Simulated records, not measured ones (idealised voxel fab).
process module | voxel transistor to metal
cross-section cut | 175 nm wide | cells 5 nm
A cross-section is a grid of square cells, given in bands from the top down. A band is one or more rows of cells.
Each band's line starts with the height of the band's top and of its bottom, in nm. Then come its materials from left to right, each with its width in nm. One material with "throughout" fills the band from edge to edge. "air" is empty space.
Height 0 is the level under which the wafer as received is all one material. The lowest band goes on downwards, as in "0 down".
A width such as "30 to 40" changes by the same amount from each row of cells to the next, from the band's top row to its bottom row.
"no change" after a step means that no cell of the cross-section changed.
closed voids: empty space of 8 cells or more with no open way to the top, each as width x height at its distance from the left edge, in nm
after a step's settings: what the simulator itself notes on the step
overlay nm, on a step with a mask: how far to the right of its planned place the mask lay; to the left if negative
plan
1 op RECEIVE | material Si
2 op CONFORMAL_DEP | material SiO2 | thk nm 5
3 op CONFORMAL_DEP | material SiN | thk nm 10
4 op DIRECTIONAL_DEP | material aC | thk nm 10
5 op PATTERN | tone cover | mask id ACTIVE | material resist | width nm 110 | thk nm 30 | overlay nm 0
6 op DIRECTIONAL_ETCH | etch materials aC | depth nm 10
7 op STRIP | etch materials resist
8 op DIRECTIONAL_ETCH | etch materials SiN | depth nm 10
9 op DIRECTIONAL_ETCH | etch materials SiO2 | depth nm 5
10 op DIRECTIONAL_ETCH | etch materials Si | depth nm 35
11 op STRIP | etch materials aC
12 op OXIDIZE | depth nm 5
13 op FILL_DEP | material SiO2 | thk nm 5
14 op CMP | height nm 15
15 op SELECTIVE_ETCH | etch materials SiO2 | depth nm 5
16 op STRIP | etch materials SiN
17 op SELECTIVE_ETCH | etch materials SiO2 | depth nm 5
18 op OXIDIZE | depth nm 5
19 op DIRECTIONAL_DEP | material polySi | thk nm 30
20 op DIRECTIONAL_DEP | material SiCN | thk nm 15
21 op DIRECTIONAL_DEP | material aC | thk nm 10
22 op PATTERN | tone cover | mask id GATE | material resist | width nm 20 | thk nm 25 | overlay nm 0
23 op DIRECTIONAL_ETCH | etch materials aC | depth nm 10
24 op STRIP | etch materials resist
25 op DIRECTIONAL_ETCH | etch materials SiCN | depth nm 25
26 op DIRECTIONAL_ETCH | etch materials polySi | depth nm 40
27 op STRIP | etch materials aC
28 op CONFORMAL_DEP | material SiO2 | thk nm 5
29 op DIRECTIONAL_ETCH | etch materials SiO2 | depth nm 5
30 op CONFORMAL_DEP | material SiN | thk nm 10
31 op DIRECTIONAL_ETCH | etch materials SiN | depth nm 10
32 op DIRECTIONAL_ETCH | etch materials SiO2 | depth nm 5
33 op DIRECTIONAL_ETCH | etch materials Si | depth nm 15
34 op EPI | material SiGe | thk nm 15
35 op FILL_DEP | material SiO2 | thk nm 10
36 op CMP | height nm 45
37 op DIRECTIONAL_DEP | material SiO2 | thk nm 10
38 op DIRECTIONAL_DEP | material aC | thk nm 15
39 op PATTERN | tone open | mask id CONTACT | material resist | width nm 30 | pitch nm 60 | thk nm 35 | overlay nm 0
40 op DIRECTIONAL_ETCH | etch materials aC | depth nm 15
41 op STRIP | etch materials resist
42 op DIRECTIONAL_ETCH | etch materials SiO2 | depth nm 45
43 op STRIP | etch materials aC
44 op CONFORMAL_DEP | material TiN | thk nm 5
45 op FILL_DEP | material W | thk nm 5
46 op CMP | height nm 55
47 op DIRECTIONAL_DEP | material TiN | thk nm 5
48 op DIRECTIONAL_DEP | material W | thk nm 25
49 op PATTERN | tone cover | mask id METAL_1 | material resist | width nm 20 | pitch nm 70 | thk nm 15 | overlay nm 0
50 op DIRECTIONAL_ETCH | etch materials W | depth nm 25
51 op DIRECTIONAL_ETCH | etch materials TiN | depth nm 5
52 op STRIP | etch materials resist
53 op CONFORMAL_DEP | material SiN | thk nm 5
54 op FILL_DEP | material lowk | thk nm 5
55 op CMP | height nm 85
56 op CONFORMAL_DEP | material SiCN | thk nm 5
57 op DIRECTIONAL_DEP | material lowk | thk nm 35
58 op MASKED_ETCH | tone open | mask id METAL_2 | width nm 20 | pitch nm 70 | etch materials lowk | depth nm 20 | overlay nm 0
59 op DIRECTIONAL_DEP | material aC | thk nm 15
60 op PATTERN | tone open | mask id METAL_2_HOLES | material resist | width nm 15 | pitch nm 70 | thk nm 35 | overlay nm 0
61 op DIRECTIONAL_ETCH | etch materials aC | depth nm 15
62 op STRIP | etch materials resist
63 op DIRECTIONAL_ETCH | etch materials lowk | depth nm 15
64 op DIRECTIONAL_ETCH | etch materials SiCN | depth nm 5
65 op STRIP | etch materials aC
66 op CONFORMAL_DEP | material TiN | thk nm 5
67 op FILL_DEP | material Ru | thk nm 5
68 op CMP | height nm 125
69 op CONFORMAL_DEP | material SiN | thk nm 5
as received, after step 1
  0 down: Si throughout
  closed voids: none
first wafer at the end, as planned
  130 to 125: SiN throughout
  125 to 110: lowk 40 | TiN 5 | Ru 10 | TiN 5 | lowk 50 | TiN 5 | Ru 10 | TiN 5 | lowk 45
  110 to 105: lowk 40 | TiN 5 | Ru 5 | TiN 10 | lowk 50 | TiN 5 | Ru 5 | TiN 10 | lowk 45
  105 to 90: lowk 40 | TiN 5 | Ru 5 | TiN 5 | lowk 55 | TiN 5 | Ru 5 | TiN 5 | lowk 50
  90 to 85: SiCN 40 | TiN 15 | SiCN 55 | TiN 15 | SiCN 50
  85 to 60: lowk 35 | SiN 5 | W 20 | SiN 5 | lowk 40 | SiN 5 | W 20 | SiN 5 | lowk 40
  60 to 55: SiN 40 | TiN 20 | SiN 50 | TiN 20 | SiN 45
  55 to 45: SiO2 40 | TiN 5 | W 20 to 10 | TiN 5 to 15 | SiO2 30 | TiN 5 to 15 | W 20 to 10 | TiN 5 | SiO2 45
  45 to 30: SiO2 40 | TiN 5 | W 10 | TiN 5 | SiN 10 | SiO2 5 | SiCN 20 | SiO2 5 | SiN 10 | TiN 5 | W 10 | TiN 5 | SiO2 45
  30 to 15: SiO2 40 | TiN 5 | W 10 | TiN 5 | SiN 10 | SiO2 5 | polySi 20 | SiO2 5 | SiN 10 | TiN 5 | W 10 | TiN 5 | SiO2 45
  15 to 10: SiO2 40 | TiN 20 | SiN 10 | SiO2 5 | polySi 20 | SiO2 5 | SiN 10 | TiN 20 | SiO2 45
  10 to 5: SiO2 35 | SiGe 25 | SiN 10 | SiO2 5 | polySi 20 | SiO2 5 | SiN 10 | SiGe 25 | SiO2 40
  5 to 0: SiO2 30 | SiN 10 | SiGe 20 | SiN 10 | SiO2 5 | polySi 20 | SiO2 5 | SiN 10 | SiGe 20 | SiN 10 | SiO2 35
  0 to -5: SiO2 40 | SiGe 20 | SiO2 50 | SiGe 20 | SiO2 45
  -5 to -20: SiO2 35 | Si 5 | SiGe 20 | Si 50 | SiGe 20 | Si 5 | SiO2 40
  -20 to -40: SiO2 35 | Si 100 | SiO2 40
  -40 down: Si throughout
  closed voids: none
second wafer at the end: like start, like plan, one mistake
  130 to 125: SiN throughout
  125 to 110: lowk 40 | TiN 5 | Ru 10 | TiN 5 | lowk 50 | TiN 5 | Ru 10 | TiN 5 | lowk 45
  110 to 105: lowk 40 | TiN 5 | Ru 5 | TiN 10 | lowk 50 | TiN 5 | Ru 5 | TiN 10 | lowk 45
  105 to 90: lowk 40 | TiN 5 | Ru 5 | TiN 5 | lowk 55 | TiN 5 | Ru 5 | TiN 5 | lowk 50
  90 to 85: SiCN 40 | TiN 15 | SiCN 55 | TiN 15 | SiCN 50
  85 to 80: lowk throughout
  80 to 75: lowk 35 | SiN 30 | lowk 40 | SiN 30 | lowk 40
  75 to 60: lowk 35 | SiN 5 | W 20 | SiN 5 | lowk 40 | SiN 5 | W 20 | SiN 5 | lowk 40
  60 to 55: SiN 40 | TiN 20 | SiN 50 | TiN 20 | SiN 45
  55 to 45: SiO2 40 | TiN 5 | W 20 to 10 | TiN 5 to 15 | SiO2 30 | TiN 5 to 15 | W 20 to 10 | TiN 5 | SiO2 45
  45 to 30: SiO2 40 | TiN 5 | W 10 | TiN 5 | SiN 10 | SiO2 5 | SiCN 20 | SiO2 5 | SiN 10 | TiN 5 | W 10 | TiN 5 | SiO2 45
  30 to 15: SiO2 40 | TiN 5 | W 10 | TiN 5 | SiN 10 | SiO2 5 | polySi 20 | SiO2 5 | SiN 10 | TiN 5 | W 10 | TiN 5 | SiO2 45
  15 to 10: SiO2 40 | TiN 20 | SiN 10 | SiO2 5 | polySi 20 | SiO2 5 | SiN 10 | TiN 20 | SiO2 45
  10 to 5: SiO2 35 | SiGe 25 | SiN 10 | SiO2 5 | polySi 20 | SiO2 5 | SiN 10 | SiGe 25 | SiO2 40
  5 to 0: SiO2 30 | SiN 10 | SiGe 20 | SiN 10 | SiO2 5 | polySi 20 | SiO2 5 | SiN 10 | SiGe 20 | SiN 10 | SiO2 35
  0 to -5: SiO2 40 | SiGe 20 | SiO2 50 | SiGe 20 | SiO2 45
  -5 to -20: SiO2 35 | Si 5 | SiGe 20 | Si 50 | SiGe 20 | Si 5 | SiO2 40
  -20 to -40: SiO2 35 | Si 100 | SiO2 40
  -40 down: Si throughout
  closed voids: none
what went wrong: step 48 ran as: op DIRECTIONAL_DEP | material W | thk nm 15
at the end the second wafer has, in cells: 4 more of SiN | 16 fewer of W | 12 more of lowk
